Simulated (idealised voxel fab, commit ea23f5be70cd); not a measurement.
process module | voxel wiring stack
cross-section cut | 165 nm wide | cells 5 nm
A cross-section is a grid of square cells, given in bands from the top down. A band is one or more rows of cells.
Each band's line starts with the height of the band's top and of its bottom, in nm. Then come its materials from left to right, each with its width in nm. One material with "throughout" fills the band from edge to edge. "air" is empty space.
Height 0 is the level under which the wafer as received is all one material. The lowest band goes on downwards, as in "0 down".
A width such as "30 to 40" changes by the same amount from each row of cells to the next, from the band's top row to its bottom row.
"no change" after a step means that no cell of the cross-section changed.
closed voids: empty space of 8 cells or more with no open way to the top, each as width x height at its distance from the left edge, in nm
after a step's settings: what the simulator itself notes on the step
overlay nm, on a step with a mask: how far to the right of its planned place the mask lay; to the left if negative
plan
1 op RECEIVE | material Si
2 op CONFORMAL_DEP | material SiO2 | thk nm 10
3 op CONFORMAL_DEP | material SiCN | thk nm 5
4 op DIRECTIONAL_DEP | material lowk | thk nm 25
5 op MASKED_ETCH | tone open | mask id METAL_1 | width nm 30 | pitch nm 45 | etch materials lowk | depth nm 25 | overlay nm 0
6 op MASKED_ETCH | tone open | mask id METAL_1 | width nm 30 | pitch nm 45 | etch materials SiCN | depth nm 5 | overlay nm 0
7 op CONFORMAL_DEP | material TiN | thk nm 5
8 op FILL_DEP | material Cu | thk nm 5
9 op CMP | height nm 40
10 op EPI | material Ru | thk nm 5
11 op FILL_DEP | material SiCN | thk nm 5
12 op DIRECTIONAL_DEP | material SiO2 | thk nm 30
13 op MASKED_ETCH | tone open | mask id METAL_2_HOLES | width nm 15 | pitch nm 45 | etch materials SiO2 | depth nm 30 | overlay nm 0
14 op PATTERN | tone open | mask id METAL_2 | material resist | width nm 30 | pitch nm 45 | thk nm 20 | overlay nm 0
15 op DIRECTIONAL_ETCH | etch materials SiO2 | depth nm 20
16 op DIRECTIONAL_ETCH | etch materials SiCN | depth nm 5
17 op STRIP | etch materials resist
18 op CONFORMAL_DEP | material TiN | thk nm 5
19 op FILL_DEP | material Cu | thk nm 10
20 op CMP | height nm 80
21 op CONFORMAL_DEP | material SiCN | thk nm 5
22 op DIRECTIONAL_DEP | material lowk | thk nm 20
23 op PATTERN | tone open | mask id PLUG_2 | material resist | width nm 15 | thk nm 15 | overlay nm 0
24 op DIRECTIONAL_ETCH | etch materials lowk | depth nm 20
25 op DIRECTIONAL_ETCH | etch materials SiCN | depth nm 5
26 op STRIP | etch materials resist
27 op CONFORMAL_DEP | material TiN | thk nm 5
28 op FILL_DEP | material Cu | thk nm 10
29 op CMP | height nm 105
30 op CONFORMAL_DEP | material SiCN | thk nm 5
31 op DIRECTIONAL_DEP | material SiO2 | thk nm 25
32 op MASKED_ETCH | tone open | mask id METAL_3 | width nm 30 | pitch nm 45 | etch materials SiO2 | depth nm 25 | overlay nm 0
33 op MASKED_ETCH | tone open | mask id METAL_3 | width nm 30 | pitch nm 45 | etch materials SiCN | depth nm 5 | overlay nm 0
34 op CONFORMAL_DEP | material TiN | thk nm 5
35 op FILL_DEP | material Ru | thk nm 5
36 op CMP | height nm 135
37 op CONFORMAL_DEP | material SiCN | thk nm 5
38 op DIRECTIONAL_DEP | material lowk | thk nm 10
39 op MASKED_ETCH | tone open | mask id PLUG_3 | width nm 15 | etch materials lowk | depth nm 10 | overlay nm 0
40 op MASKED_ETCH | tone open | mask id PLUG_3 | width nm 15 | etch materials SiCN | depth nm 5 | overlay nm 0
41 op CONFORMAL_DEP | material TiN | thk nm 5
42 op FILL_DEP | material W | thk nm 10
43 op CMP | height nm 150
44 op CONFORMAL_DEP | material SiN | thk nm 5
45 op DIRECTIONAL_DEP | material SiO2 | thk nm 20
46 op MASKED_ETCH | tone open | mask id METAL_4 | width nm 30 | pitch nm 45 | etch materials SiO2 | depth nm 20 | overlay nm 0
47 op MASKED_ETCH | tone open | mask id METAL_4 | width nm 30 | pitch nm 45 | etch materials SiN | depth nm 5 | overlay nm 0
48 op CONFORMAL_DEP | material TiN | thk nm 5
49 op FILL_DEP | material Cu | thk nm 10
50 op CMP | height nm 165
51 op EPI | material Ru | thk nm 5
52 op FILL_DEP | material SiCN | thk nm 5
varied across the wafers: height nm of step 50. The plan shows the first wafer's value. All wafers start alike
first wafer as received, after step 1
  0 down: Si throughout
  closed voids: none
first wafer at the end, after step 52
  175 to 170: SiCN throughout
  170 to 165: SiCN 40 | Ru 40 | SiCN 5 | Ru 40 | SiCN 40
  165 to 155: SiO2 45 | TiN 5 | Cu 20 | TiN 5 | SiO2 15 | TiN 5 | Cu 20 | TiN 5 | SiO2 45
  155 to 150: SiN 45 | TiN 30 | SiN 15 | TiN 30 | SiN 45
  150 to 140: lowk 45 | TiN 5 | W 5 | TiN 5 | lowk 105
  140 to 135: SiCN 45 | TiN 15 | SiCN 105
  135 to 110: SiO2 45 | TiN 5 | Ru 20 | TiN 5 | SiO2 15 | TiN 5 | Ru 20 | TiN 5 | SiO2 45
  110 to 105: SiCN 45 | TiN 30 | SiCN 15 | TiN 30 | SiCN 45
  105 to 85: lowk 45 | TiN 5 | Cu 5 | TiN 5 | lowk 105
  85 to 80: SiCN 45 | TiN 15 | SiCN 105
  80 to 65: SiO2 45 | TiN 5 | Cu 20 | TiN 5 | SiO2 15 | TiN 5 | Cu 20 | TiN 5 | SiO2 45
  65 to 60: SiO2 45 | TiN 5 | Cu 5 | TiN 20 | SiO2 15 | TiN 5 | Cu 5 | TiN 20 | SiO2 45
  60 to 50: SiO2 45 | TiN 5 | Cu 5 | TiN 5 | SiO2 30 | TiN 5 | Cu 5 | TiN 5 | SiO2 60
  50 to 45: SiCN 45 | TiN 15 | SiCN 30 | TiN 15 | SiCN 60
  45 to 40: SiCN 40 | Ru 40 | SiCN 5 | Ru 40 | SiCN 40
  40 to 15: lowk 45 | TiN 5 | Cu 20 | TiN 5 | lowk 15 | TiN 5 | Cu 20 | TiN 5 | lowk 45
  15 to 10: SiCN 45 | TiN 30 | SiCN 15 | TiN 30 | SiCN 45
  10 to 0: SiO2 throughout
  0 down: Si throughout
  closed voids: none
last wafer at the end
  195 to 190: SiCN throughout
  190 to 185: Ru throughout
  185 to 180: Cu throughout
  180 to 175: TiN 50 | Cu 20 | TiN 25 | Cu 20 | TiN 50
  175 to 155: SiO2 45 | TiN 5 | Cu 20 | TiN 5 | SiO2 15 | TiN 5 | Cu 20 | TiN 5 | SiO2 45
  155 to 150: SiN 45 | TiN 30 | SiN 15 | TiN 30 | SiN 45
  150 to 140: lowk 45 | TiN 5 | W 5 | TiN 5 | lowk 105
  140 to 135: SiCN 45 | TiN 15 | SiCN 105
  135 to 110: SiO2 45 | TiN 5 | Ru 20 | TiN 5 | SiO2 15 | TiN 5 | Ru 20 | TiN 5 | SiO2 45
  110 to 105: SiCN 45 | TiN 30 | SiCN 15 | TiN 30 | SiCN 45
  105 to 85: lowk 45 | TiN 5 | Cu 5 | TiN 5 | lowk 105
  85 to 80: SiCN 45 | TiN 15 | SiCN 105
  80 to 65: SiO2 45 | TiN 5 | Cu 20 | TiN 5 | SiO2 15 | TiN 5 | Cu 20 | TiN 5 | SiO2 45
  65 to 60: SiO2 45 | TiN 5 | Cu 5 | TiN 20 | SiO2 15 | TiN 5 | Cu 5 | TiN 20 | SiO2 45
  60 to 50: SiO2 45 | TiN 5 | Cu 5 | TiN 5 | SiO2 30 | TiN 5 | Cu 5 | TiN 5 | SiO2 60
  50 to 45: SiCN 45 | TiN 15 | SiCN 30 | TiN 15 | SiCN 60
  45 to 40: SiCN 40 | Ru 40 | SiCN 5 | Ru 40 | SiCN 40
  40 to 15: lowk 45 | TiN 5 | Cu 20 | TiN 5 | lowk 15 | TiN 5 | Cu 20 | TiN 5 | lowk 45
  15 to 10: SiCN 45 | TiN 30 | SiCN 15 | TiN 30 | SiCN 45
  10 to 0: SiO2 throughout
  0 down: Si throughout
  closed voids: none
each wafer at the end: cells of each material gained (+) or lost (-) since it was received, then its closed voids
height nm 165 | +90 Cu | +72 Ru | +196 SiCN | +21 SiN | +351 SiO2 | +138 TiN | +2 W | +285 lowk | closed voids: none
height nm 170 | +98 Cu | +72 Ru | +196 SiCN | +21 SiN | +372 SiO2 | +142 TiN | +2 W | +285 lowk | closed voids: none
height nm 175 | +106 Cu | +72 Ru | +196 SiCN | +21 SiN | +393 SiO2 | +146 TiN | +2 W | +285 lowk | closed voids: none
height nm 180 | +114 Cu | +89 Ru | +179 SiCN | +21 SiN | +393 SiO2 | +171 TiN | +2 W | +285 lowk | closed voids: none
height nm 185 | +147 Cu | +89 Ru | +179 SiCN | +21 SiN | +393 SiO2 | +171 TiN | +2 W | +285 lowk | closed voids: none
